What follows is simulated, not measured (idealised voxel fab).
Herein follows the process module entitled voxel wiring stack.
The figure presents cross-section cut, which has a width of 195 nm and is divided into square cells with an edge length of 5 nm.
Format of a cross-section: grid, square cells. Given as bands. Order: top down. Band: one or more rows of cells.
Read a band's entry like this: the first values are the height of its top and the height of its bottom in nm, and what follows is the sequence of materials from left to right, each with its width in nm. Note that "empty" is empty space, and that a single material marked "all across" reaches across the band from edge to edge.
Where do heights start? At 0: under that level the wafer as delivered is made of one material only. And the lowest band has no floor; it just carries on downward, as in "top 0, no bottom".
It should be noted that a width expressed as "30->40" varies in equal increments from row to row of cells within the band, taking the value of the first number at the top row and that of the second number at the bottom row.
"no change" after a step means that no cell of the cross-section changed.
"Listed closed voids" contains a list of empty spaces, each no smaller than 8 cells and without an open way to the top, written in the form width x height at distance with the distance from the left edge and all three in nm.
On a step's line, text after the settings is the simulator commenting on that step.
A step's line can hold "overlay nm"; with a mask on that step, the setting says how far right of the planned place the mask lay, while a negative setting says it lay to the left.
LIST OF PLANNED PROCESS STEPS
| 1 | RECEIVE, material Si |
| 2 | CONFORMAL_DEP, material SiO2, thk nm 15 |
| 3 | DIRECTIONAL_DEP, material TiN, thk nm 5 |
| 4 | DIRECTIONAL_DEP, material Ru, thk nm 20 |
| 5 | PATTERN, tone cover, mask id METAL_1, material resist, width nm 20, pitch nm 45, thk nm 20, overlay nm 0 |
| 6 | DIRECTIONAL_ETCH, etch materials Ru, depth nm 20 |
| 7 | DIRECTIONAL_ETCH, etch materials TiN, depth nm 5 |
| 8 | STRIP, etch materials resist |
| 9 | FILL_DEP, material lowk, thk nm 10 |
| 10 | CMP, height nm 40 |
| 11 | CONFORMAL_DEP, material SiCN, thk nm 5 |
| 12 | DIRECTIONAL_DEP, material lowk, thk nm 15 |
| 13 | DIRECTIONAL_DEP, material aC, thk nm 15 |
| 14 | PATTERN, tone open, mask id PLUG_1, material resist, width nm 15, pitch nm 45, thk nm 35, overlay nm 0 |
| 15 | DIRECTIONAL_ETCH, etch materials aC, depth nm 15 |
| 16 | STRIP, etch materials resist |
| 17 | DIRECTIONAL_ETCH, etch materials lowk, depth nm 15 |
| 18 | DIRECTIONAL_ETCH, etch materials SiCN, depth nm 5 |
| 19 | STRIP, etch materials aC |
| 20 | EPI, material Ru, thk nm 10 |
| 21 | EPI, material Ru, thk nm 10 |
| 22 | CONFORMAL_DEP, material SiN, thk nm 5 |
| 23 | DIRECTIONAL_DEP, material SiO2, thk nm 15 |
| 24 | DIRECTIONAL_DEP, material aC, thk nm 10 |
| 25 | PATTERN, tone open, mask id METAL_2, material resist, width nm 20, pitch nm 45, thk nm 30, overlay nm 0 |
| 26 | DIRECTIONAL_ETCH, etch materials aC, depth nm 10 |
| 27 | STRIP, etch materials resist |
| 28 | DIRECTIONAL_ETCH, etch materials SiO2, depth nm 15 |
| 29 | DIRECTIONAL_ETCH, etch materials SiN, depth nm 5 |
| 30 | STRIP, etch materials aC |
| 31 | CONFORMAL_DEP, material TiN, thk nm 5 |
| 32 | FILL_DEP, material Cu, thk nm 10 |
| 33 | CMP, height nm 80 |
| 34 | CONFORMAL_DEP, material SiCN, thk nm 5 |
| 35 | DIRECTIONAL_DEP, material lowk, thk nm 30 |
| 36 | DIRECTIONAL_DEP, material aC, thk nm 15 |
| 37 | PATTERN, tone open, mask id METAL_3, material resist, width nm 20, pitch nm 45, thk nm 35, overlay nm 0 |
| 38 | DIRECTIONAL_ETCH, etch materials aC, depth nm 15 |
| 39 | STRIP, etch materials resist |
| 40 | DIRECTIONAL_ETCH, etch materials lowk, depth nm 15 |
| 41 | STRIP, etch materials aC |
| 42 | MASKED_ETCH, tone open, mask id METAL_3_HOLES, width nm 15, pitch nm 45, etch materials lowk, depth nm 15, overlay nm 0 |
| 43 | MASKED_ETCH, tone open, mask id METAL_3_HOLES, width nm 15, pitch nm 45, etch materials SiCN, depth nm 5, overlay nm 0 |
| 44 | CONFORMAL_DEP, material TiN, thk nm 5 |
| 45 | FILL_DEP, material Cu, thk nm 5 |
| 46 | CMP, height nm 115 |
| 47 | CONFORMAL_DEP, material SiCN, thk nm 5 |
| 48 | DIRECTIONAL_DEP, material lowk, thk nm 10 |
| 49 | MASKED_ETCH, tone open, mask id PLUG_3, width nm 15, pitch nm 45, etch materials lowk, depth nm 10, overlay nm 0 |
| 50 | MASKED_ETCH, tone open, mask id PLUG_3, width nm 15, pitch nm 45, etch materials SiCN, depth nm 5, overlay nm 0 |
| 51 | CONFORMAL_DEP, material TiN, thk nm 5 |
| 52 | FILL_DEP, material Cu, thk nm 5 |
| 53 | CMP, height nm 130 |
| 54 | CONFORMAL_DEP, material SiCN, thk nm 5 |
| 55 | DIRECTIONAL_DEP, material SiO2, thk nm 25 |
| 56 | DIRECTIONAL_DEP, material aC, thk nm 10 |
| 57 | PATTERN, tone open, mask id METAL_4, material resist, width nm 20, pitch nm 45, thk nm 25, overlay nm 0 |
| 58 | DIRECTIONAL_ETCH, etch materials aC, depth nm 10 |
| 59 | STRIP, etch materials resist |
| 60 | DIRECTIONAL_ETCH, etch materials SiO2, depth nm 25 |
| 61 | DIRECTIONAL_ETCH, etch materials SiCN, depth nm 5 |
| 62 | STRIP, etch materials aC |
| 63 | CONFORMAL_DEP, material TiN, thk nm 5 |
| 64 | FILL_DEP, material Cu, thk nm 5 |
| 65 | CMP, height nm 160 |
| 66 | CONFORMAL_DEP, material SiCN, thk nm 5 |
THE FIRST OF THE TWO WAFERS, WHICH RAN AS PLANNED
CROSS-SECTION OF THE WAFER AS IT CAME TO US, I.E., ALREADY THROUGH STEP 1
    top 0, no bottom: Si all across
    Listed closed voids: none
CROSS-SECTION OF THE WAFER AFTER STEP 2
    top 15, bottom 0: SiO2 all across
    Unchanged below 0.
CROSS-SECTION OF THE WAFER AFTER STEP 3
    top 20, bottom 15: TiN all across
    Unchanged below 15.
CROSS-SECTION OF THE WAFER AFTER STEP 4
    top 40, bottom 20: Ru all across
    Unchanged below 20.
CROSS-SECTION OF THE WAFER AFTER STEP 5
    top 60, bottom 40: empty=40; resist=20; empty=25; resist=20; empty=25; resist=20; empty=45
    Unchanged below 40.
CROSS-SECTION OF THE WAFER AFTER STEP 6
    top 60, bottom 40: empty=40; resist=20; empty=25; resist=20; empty=25; resist=20; empty=45
    top 40, bottom 20: empty=40; Ru=20; empty=25; Ru=20; empty=25; Ru=20; empty=45
    Unchanged below 20.
CROSS-SECTION OF THE WAFER AFTER STEP 7
    top 60, bottom 40: empty=40; resist=20; empty=25; resist=20; empty=25; resist=20; empty=45
    top 40, bottom 20: empty=40; Ru=20; empty=25; Ru=20; empty=25; Ru=20; empty=45
    top 20, bottom 15: empty=40; TiN=20; empty=25; TiN=20; empty=25; TiN=20; empty=45
    Unchanged below 15.
CROSS-SECTION OF THE WAFER AFTER STEP 8
    top 40, bottom 20: empty=40; Ru=20; empty=25; Ru=20; empty=25; Ru=20; empty=45
    Unchanged below 20.
CROSS-SECTION OF THE WAFER AFTER STEP 9
    top 50, bottom 40: lowk all across
    top 40, bottom 20: lowk=40; Ru=20; lowk=25; Ru=20; lowk=25; Ru=20; lowk=45
    top 20, bottom 15: lowk=40; TiN=20; lowk=25; TiN=20; lowk=25; TiN=20; lowk=45
    Unchanged below 15.
CROSS-SECTION OF THE WAFER AFTER STEP 10
    top 40, bottom 20: lowk=40; Ru=20; lowk=25; Ru=20; lowk=25; Ru=20; lowk=45
    Unchanged below 20.
CROSS-SECTION OF THE WAFER AFTER STEP 11
    top 45, bottom 40: SiCN all across
    Unchanged below 40.
CROSS-SECTION OF THE WAFER AFTER STEP 12
    top 60, bottom 45: lowk all across
    Unchanged below 45.
CROSS-SECTION OF THE WAFER AFTER STEP 13
    top 75, bottom 60: aC all across
    Unchanged below 60.
CROSS-SECTION OF THE WAFER AFTER STEP 14
    top 110, bottom 75: resist=40; empty=15; resist=30; empty=15; resist=30; empty=15; resist=50
    Unchanged below 75.
CROSS-SECTION OF THE WAFER AFTER STEP 15
    top 95, bottom 75: resist=40; empty=15; resist=30; empty=15; resist=30; empty=15; resist=50
    top 75, bottom 60: aC=40; empty=15; aC=30; empty=15; aC=30; empty=15; aC=50
    Unchanged below 60.
CROSS-SECTION OF THE WAFER AFTER STEP 16
    top 75, bottom 60: aC=40; empty=15; aC=30; empty=15; aC=30; empty=15; aC=50
    Unchanged below 60.
CROSS-SECTION OF THE WAFER AFTER STEP 17
    top 75, bottom 60: aC=40; empty=15; aC=30; empty=15; aC=30; empty=15; aC=50
    top 60, bottom 45: lowk=40; empty=15; lowk=30; empty=15; lowk=30; empty=15; lowk=50
    Unchanged below 45.
CROSS-SECTION OF THE WAFER AFTER STEP 18
    top 75, bottom 60: aC=40; empty=15; aC=30; empty=15; aC=30; empty=15; aC=50
    top 60, bottom 45: lowk=40; empty=15; lowk=30; empty=15; lowk=30; empty=15; lowk=50
    top 45, bottom 40: SiCN=40; empty=15; SiCN=30; empty=15; SiCN=30; empty=15; SiCN=50
    Unchanged below 40.
CROSS-SECTION OF THE WAFER AFTER STEP 19
    top 60, bottom 45: lowk=40; empty=15; lowk=30; empty=15; lowk=30; empty=15; lowk=50
    Unchanged below 45.
CROSS-SECTION OF THE WAFER AFTER STEP 20
    top 60, bottom 50: lowk=40; empty=15; lowk=30; empty=15; lowk=30; empty=15; lowk=50
    top 50, bottom 45: lowk=40; Ru=15; lowk=30; Ru=15; lowk=30; Ru=15; lowk=50
    top 45, bottom 40: SiCN=40; Ru=15; SiCN=30; Ru=15; SiCN=30; Ru=15; SiCN=50
    Unchanged below 40.
CROSS-SECTION OF THE WAFER AFTER STEP 21
    top 60, bottom 45: lowk=40; Ru=15; lowk=30; Ru=15; lowk=30; Ru=15; lowk=50
    Unchanged below 45.
CROSS-SECTION OF THE WAFER AFTER STEP 22
    top 65, bottom 60: SiN all across
    Unchanged below 60.
CROSS-SECTION OF THE WAFER AFTER STEP 23
    top 80, bottom 65: SiO2 all across
    Unchanged below 65.
CROSS-SECTION OF THE WAFER AFTER STEP 24
    top 90, bottom 80: aC all across
    Unchanged below 80.
CROSS-SECTION OF THE WAFER AFTER STEP 25
    top 120, bottom 90: resist=40; empty=20; resist=25; empty=20; resist=25; empty=20; resist=45
    Unchanged below 90.
CROSS-SECTION OF THE WAFER AFTER STEP 26
    top 110, bottom 90: resist=40; empty=20; resist=25; empty=20; resist=25; empty=20; resist=45
    top 90, bottom 80: aC=40; empty=20; aC=25; empty=20; aC=25; empty=20; aC=45
    Unchanged below 80.
CROSS-SECTION OF THE WAFER AFTER STEP 27
    top 90, bottom 80: aC=40; empty=20; aC=25; empty=20; aC=25; empty=20; aC=45
    Unchanged below 80.
CROSS-SECTION OF THE WAFER AFTER STEP 28
    top 90, bottom 80: aC=40; empty=20; aC=25; empty=20; aC=25; empty=20; aC=45
    top 80, bottom 65: SiO2=40; empty=20; SiO2=25; empty=20; SiO2=25; empty=20; SiO2=45
    Unchanged below 65.
CROSS-SECTION OF THE WAFER AFTER STEP 29
    top 90, bottom 80: aC=40; empty=20; aC=25; empty=20; aC=25; empty=20; aC=45
    top 80, bottom 65: SiO2=40; empty=20; SiO2=25; empty=20; SiO2=25; empty=20; SiO2=45
    top 65, bottom 60: SiN=40; empty=20; SiN=25; empty=20; SiN=25; empty=20; SiN=45
    Unchanged below 60.
CROSS-SECTION OF THE WAFER AFTER STEP 30
    top 80, bottom 65: SiO2=40; empty=20; SiO2=25; empty=20; SiO2=25; empty=20; SiO2=45
    Unchanged below 65.
CROSS-SECTION OF THE WAFER AFTER STEP 31
    top 85, bottom 80: TiN=45; empty=10; TiN=35; empty=10; TiN=35; empty=10; TiN=50
    top 80, bottom 65: SiO2=40; TiN=5; empty=10; TiN=5; SiO2=25; TiN=5; empty=10; TiN=5; SiO2=25; TiN=5; empty=10; TiN=5; SiO2=45
    top 65, bottom 60: SiN=40; TiN=20; SiN=25; TiN=20; SiN=25; TiN=20; SiN=45
    Unchanged below 60.
CROSS-SECTION OF THE WAFER AFTER STEP 32
    top 95, bottom 85: Cu all across
    top 85, bottom 80: TiN=45; Cu=10; TiN=35; Cu=10; TiN=35; Cu=10; TiN=50
    top 80, bottom 65: SiO2=40; TiN=5; Cu=10; TiN=5; SiO2=25; TiN=5; Cu=10; TiN=5; SiO2=25; TiN=5; Cu=10; TiN=5; SiO2=45
    Unchanged below 65.
CROSS-SECTION OF THE WAFER AFTER STEP 33
    top 80, bottom 65: SiO2=40; TiN=5; Cu=10; TiN=5; SiO2=25; TiN=5; Cu=10; TiN=5; SiO2=25; TiN=5; Cu=10; TiN=5; SiO2=45
    Unchanged below 65.
CROSS-SECTION OF THE WAFER AFTER STEP 34
    top 85, bottom 80: SiCN all across
    Unchanged below 80.
CROSS-SECTION OF THE WAFER AFTER STEP 35
    top 115, bottom 85: lowk all across
    Unchanged below 85.
CROSS-SECTION OF THE WAFER AFTER STEP 36
    top 130, bottom 115: aC all across
    Unchanged below 115.
CROSS-SECTION OF THE WAFER AFTER STEP 37
    top 165, bottom 130: resist=40; empty=20; resist=25; empty=20; resist=25; empty=20; resist=45
    Unchanged below 130.
CROSS-SECTION OF THE WAFER AFTER STEP 38
    top 150, bottom 130: resist=40; empty=20; resist=25; empty=20; resist=25; empty=20; resist=45
    top 130, bottom 115: aC=40; empty=20; aC=25; empty=20; aC=25; empty=20; aC=45
    Unchanged below 115.
CROSS-SECTION OF THE WAFER AFTER STEP 39
    top 130, bottom 115: aC=40; empty=20; aC=25; empty=20; aC=25; empty=20; aC=45
    Unchanged below 115.
CROSS-SECTION OF THE WAFER AFTER STEP 40
    top 130, bottom 115: aC=40; empty=20; aC=25; empty=20; aC=25; empty=20; aC=45
    top 115, bottom 100: lowk=40; empty=20; lowk=25; empty=20; lowk=25; empty=20; lowk=45
    Unchanged below 100.
CROSS-SECTION OF THE WAFER AFTER STEP 41
    top 115, bottom 100: lowk=40; empty=20; lowk=25; empty=20; lowk=25; empty=20; lowk=45
    Unchanged below 100.
CROSS-SECTION OF THE WAFER AFTER STEP 42
    top 115, bottom 100: lowk=40; empty=20; lowk=25; empty=20; lowk=25; empty=20; lowk=45
    top 100, bottom 85: lowk=40; empty=15; lowk=30; empty=15; lowk=30; empty=15; lowk=50
    Unchanged below 85.
CROSS-SECTION OF THE WAFER AFTER STEP 43
    top 115, bottom 100: lowk=40; empty=20; lowk=25; empty=20; lowk=25; empty=20; lowk=45
    top 100, bottom 85: lowk=40; empty=15; lowk=30; empty=15; lowk=30; empty=15; lowk=50
    top 85, bottom 80: SiCN=40; empty=15; SiCN=30; empty=15; SiCN=30; empty=15; SiCN=50
    Unchanged below 80.
CROSS-SECTION OF THE WAFER AFTER STEP 44
    top 120, bottom 115: TiN=45; empty=10; TiN=35; empty=10; TiN=35; empty=10; TiN=50
    top 115, bottom 105: lowk=40; TiN=5; empty=10; TiN=5; lowk=25; TiN=5; empty=10; TiN=5; lowk=25; TiN=5; empty=10; TiN=5; lowk=45
    top 105, bottom 100: lowk=40; TiN=5; empty=5; TiN=10; lowk=25; TiN=5; empty=5; TiN=10; lowk=25; TiN=5; empty=5; TiN=10; lowk=45
    top 100, bottom 85: lowk=40; TiN=5; empty=5; TiN=5; lowk=30; TiN=5; empty=5; TiN=5; lowk=30; TiN=5; empty=5; TiN=5; lowk=50
    top 85, bottom 80: SiCN=40; TiN=15; SiCN=30; TiN=15; SiCN=30; TiN=15; SiCN=50
    Unchanged below 80.
CROSS-SECTION OF THE WAFER AFTER STEP 45
    top 125, bottom 120: Cu all across
    top 120, bottom 115: TiN=45; Cu=10; TiN=35; Cu=10; TiN=35; Cu=10; TiN=50
    top 115, bottom 105: lowk=40; TiN=5; Cu=10; TiN=5; lowk=25; TiN=5; Cu=10; TiN=5; lowk=25; TiN=5; Cu=10; TiN=5; lowk=45
    top 105, bottom 100: lowk=40; TiN=5; Cu=5; TiN=10; lowk=25; TiN=5; Cu=5; TiN=10; lowk=25; TiN=5; Cu=5; TiN=10; lowk=45
    top 100, bottom 85: lowk=40; TiN=5; Cu=5; TiN=5; lowk=30; TiN=5; Cu=5; TiN=5; lowk=30; TiN=5; Cu=5; TiN=5; lowk=50
    Unchanged below 85.
CROSS-SECTION OF THE WAFER AFTER STEP 46
    top 115, bottom 105: lowk=40; TiN=5; Cu=10; TiN=5; lowk=25; TiN=5; Cu=10; TiN=5; lowk=25; TiN=5; Cu=10; TiN=5; lowk=45
    Unchanged below 105.
CROSS-SECTION OF THE WAFER AFTER STEP 47
    top 120, bottom 115: SiCN all across
    Unchanged below 115.
CROSS-SECTION OF THE WAFER AFTER STEP 48
    top 130, bottom 120: lowk all across
    Unchanged below 120.
CROSS-SECTION OF THE WAFER AFTER STEP 49
    top 130, bottom 120: lowk=40; empty=15; lowk=30; empty=15; lowk=30; empty=15; lowk=50
    Unchanged below 120.
CROSS-SECTION OF THE WAFER AFTER STEP 50
    top 130, bottom 120: lowk=40; empty=15; lowk=30; empty=15; lowk=30; empty=15; lowk=50
    top 120, bottom 115: SiCN=40; empty=15; SiCN=30; empty=15; SiCN=30; empty=15; SiCN=50
    Unchanged below 115.
CROSS-SECTION OF THE WAFER AFTER STEP 51
    top 135, bottom 130: TiN=45; empty=5; TiN=40; empty=5; TiN=40; empty=5; TiN=55
    top 130, bottom 120: lowk=40; TiN=5; empty=5; TiN=5; lowk=30; TiN=5; empty=5; TiN=5; lowk=30; TiN=5; empty=5; TiN=5; lowk=50
    top 120, bottom 115: SiCN=40; TiN=15; SiCN=30; TiN=15; SiCN=30; TiN=15; SiCN=50
    Unchanged below 115.
CROSS-SECTION OF THE WAFER AFTER STEP 52
    top 140, bottom 135: Cu all across
    top 135, bottom 130: TiN=45; Cu=5; TiN=40; Cu=5; TiN=40; Cu=5; TiN=55
    top 130, bottom 120: lowk=40; TiN=5; Cu=5; TiN=5; lowk=30; TiN=5; Cu=5; TiN=5; lowk=30; TiN=5; Cu=5; TiN=5; lowk=50
    Unchanged below 120.
CROSS-SECTION OF THE WAFER AFTER STEP 53
    top 130, bottom 120: lowk=40; TiN=5; Cu=5; TiN=5; lowk=30; TiN=5; Cu=5; TiN=5; lowk=30; TiN=5; Cu=5; TiN=5; lowk=50
    Unchanged below 120.
CROSS-SECTION OF THE WAFER AFTER STEP 54
    top 135, bottom 130: SiCN all across
    Unchanged below 130.
CROSS-SECTION OF THE WAFER AFTER STEP 55
    top 160, bottom 135: SiO2 all across
    Unchanged below 135.
CROSS-SECTION OF THE WAFER AFTER STEP 56
    top 170, bottom 160: aC all across
    Unchanged below 160.
CROSS-SECTION OF THE WAFER AFTER STEP 57
    top 195, bottom 170: resist=40; empty=20; resist=25; empty=20; resist=25; empty=20; resist=45
    Unchanged below 170.
CROSS-SECTION OF THE WAFER AFTER STEP 58
    top 185, bottom 170: resist=40; empty=20; resist=25; empty=20; resist=25; empty=20; resist=45
    top 170, bottom 160: aC=40; empty=20; aC=25; empty=20; aC=25; empty=20; aC=45
    Unchanged below 160.
CROSS-SECTION OF THE WAFER AFTER STEP 59
    top 170, bottom 160: aC=40; empty=20; aC=25; empty=20; aC=25; empty=20; aC=45
    Unchanged below 160.
CROSS-SECTION OF THE WAFER AFTER STEP 60
    top 170, bottom 160: aC=40; empty=20; aC=25; empty=20; aC=25; empty=20; aC=45
    top 160, bottom 135: SiO2=40; empty=20; SiO2=25; empty=20; SiO2=25; empty=20; SiO2=45
    Unchanged below 135.
CROSS-SECTION OF THE WAFER AFTER STEP 61
    top 170, bottom 160: aC=40; empty=20; aC=25; empty=20; aC=25; empty=20; aC=45
    top 160, bottom 135: SiO2=40; empty=20; SiO2=25; empty=20; SiO2=25; empty=20; SiO2=45
    top 135, bottom 130: SiCN=40; empty=20; SiCN=25; empty=20; SiCN=25; empty=20; SiCN=45
    Unchanged below 130.
CROSS-SECTION OF THE WAFER AFTER STEP 62
    top 160, bottom 135: SiO2=40; empty=20; SiO2=25; empty=20; SiO2=25; empty=20; SiO2=45
    Unchanged below 135.
CROSS-SECTION OF THE WAFER AFTER STEP 63
    top 165, bottom 160: TiN=45; empty=10; TiN=35; empty=10; TiN=35; empty=10; TiN=50
    top 160, bottom 135: SiO2=40; TiN=5; empty=10; TiN=5; SiO2=25; TiN=5; empty=10; TiN=5; SiO2=25; TiN=5; empty=10; TiN=5; SiO2=45
    top 135, bottom 130: SiCN=40; TiN=20; SiCN=25; TiN=20; SiCN=25; TiN=20; SiCN=45
    Unchanged below 130.
CROSS-SECTION OF THE WAFER AFTER STEP 64
    top 170, bottom 165: Cu all across
    top 165, bottom 160: TiN=45; Cu=10; TiN=35; Cu=10; TiN=35; Cu=10; TiN=50
    top 160, bottom 135: SiO2=40; TiN=5; Cu=10; TiN=5; SiO2=25; TiN=5; Cu=10; TiN=5; SiO2=25; TiN=5; Cu=10; TiN=5; SiO2=45
    Unchanged below 135.
CROSS-SECTION OF THE WAFER AFTER STEP 65
    top 160, bottom 135: SiO2=40; TiN=5; Cu=10; TiN=5; SiO2=25; TiN=5; Cu=10; TiN=5; SiO2=25; TiN=5; Cu=10; TiN=5; SiO2=45
    Unchanged below 135.
CROSS-SECTION OF THE WAFER AFTER STEP 66
    top 165, bottom 160: SiCN all across
    Unchanged below 160.
SECOND WAFER. START AND PLAN AS FOR THE FIRST. ONE MISTAKE MADE IN RUNNING. AGREES WITH THE FIRST UP TO AND INCLUDING STEP 47
when step 48 should have ended: no change
when step 49 should have ended: no change
WHEN STEP 50 SHOULD HAVE ENDED
    top 120, bottom 115: SiCN=40; empty=15; SiCN=30; empty=15; SiCN=30; empty=15; SiCN=50
    Unchanged below 115.
WHEN STEP 51 SHOULD HAVE ENDED
    top 125, bottom 120: TiN=45; empty=5; TiN=40; empty=5; TiN=40; empty=5; TiN=55
    top 120, bottom 115: SiCN=40; TiN=15; SiCN=30; TiN=15; SiCN=30; TiN=15; SiCN=50
    Unchanged below 115.
WHEN STEP 52 SHOULD HAVE ENDED
    top 130, bottom 125: Cu all across
    top 125, bottom 120: TiN=45; Cu=5; TiN=40; Cu=5; TiN=40; Cu=5; TiN=55
    Unchanged below 120.
when step 53 should have ended: no change
WHEN STEP 54 SHOULD HAVE ENDED
    top 135, bottom 130: SiCN all across
    Unchanged below 130.
WHEN STEP 55 SHOULD HAVE ENDED
    top 160, bottom 135: SiO2 all across
    Unchanged below 135.
WHEN STEP 56 SHOULD HAVE ENDED
    top 170, bottom 160: aC all across
    Unchanged below 160.
WHEN STEP 57 SHOULD HAVE ENDED
    top 195, bottom 170: resist=40; empty=20; resist=25; empty=20; resist=25; empty=20; resist=45
    Unchanged below 170.
WHEN STEP 58 SHOULD HAVE ENDED
    top 185, bottom 170: resist=40; empty=20; resist=25; empty=20; resist=25; empty=20; resist=45
    top 170, bottom 160: aC=40; empty=20; aC=25; empty=20; aC=25; empty=20; aC=45
    Unchanged below 160.
WHEN STEP 59 SHOULD HAVE ENDED
    top 170, bottom 160: aC=40; empty=20; aC=25; empty=20; aC=25; empty=20; aC=45
    Unchanged below 160.
WHEN STEP 60 SHOULD HAVE ENDED
    top 170, bottom 160: aC=40; empty=20; aC=25; empty=20; aC=25; empty=20; aC=45
    top 160, bottom 135: SiO2=40; empty=20; SiO2=25; empty=20; SiO2=25; empty=20; SiO2=45
    Unchanged below 135.
WHEN STEP 61 SHOULD HAVE ENDED
    top 170, bottom 160: aC=40; empty=20; aC=25; empty=20; aC=25; empty=20; aC=45
    top 160, bottom 135: SiO2=40; empty=20; SiO2=25; empty=20; SiO2=25; empty=20; SiO2=45
    top 135, bottom 130: SiCN=40; empty=20; SiCN=25; empty=20; SiCN=25; empty=20; SiCN=45
    Unchanged below 130.
WHEN STEP 62 SHOULD HAVE ENDED
    top 160, bottom 135: SiO2=40; empty=20; SiO2=25; empty=20; SiO2=25; empty=20; SiO2=45
    Unchanged below 135.
WHEN STEP 63 SHOULD HAVE ENDED
    top 165, bottom 160: TiN=45; empty=10; TiN=35; empty=10; TiN=35; empty=10; TiN=50
    top 160, bottom 135: SiO2=40; TiN=5; empty=10; TiN=5; SiO2=25; TiN=5; empty=10; TiN=5; SiO2=25; TiN=5; empty=10; TiN=5; SiO2=45
    top 135, bottom 130: SiCN=40; TiN=20; SiCN=25; TiN=20; SiCN=25; TiN=20; SiCN=45
    Unchanged below 130.
WHEN STEP 64 SHOULD HAVE ENDED
    top 170, bottom 165: Cu all across
    top 165, bottom 160: TiN=45; Cu=10; TiN=35; Cu=10; TiN=35; Cu=10; TiN=50
    top 160, bottom 135: SiO2=40; TiN=5; Cu=10; TiN=5; SiO2=25; TiN=5; Cu=10; TiN=5; SiO2=25; TiN=5; Cu=10; TiN=5; SiO2=45
    Unchanged below 135.
WHEN STEP 65 SHOULD HAVE ENDED
    top 160, bottom 135: SiO2=40; TiN=5; Cu=10; TiN=5; SiO2=25; TiN=5; Cu=10; TiN=5; SiO2=25; TiN=5; Cu=10; TiN=5; SiO2=45
    Unchanged below 135.
WHEN STEP 66 SHOULD HAVE ENDED
    top 165, bottom 160: SiCN all across
    Unchanged below 160.
Processing error: step 48 of the plan was omitted and not executed
At the finish, the second wafer shows more or fewer cells for some materials than the first does: +36 Cu, +24 TiN, -60 lowk
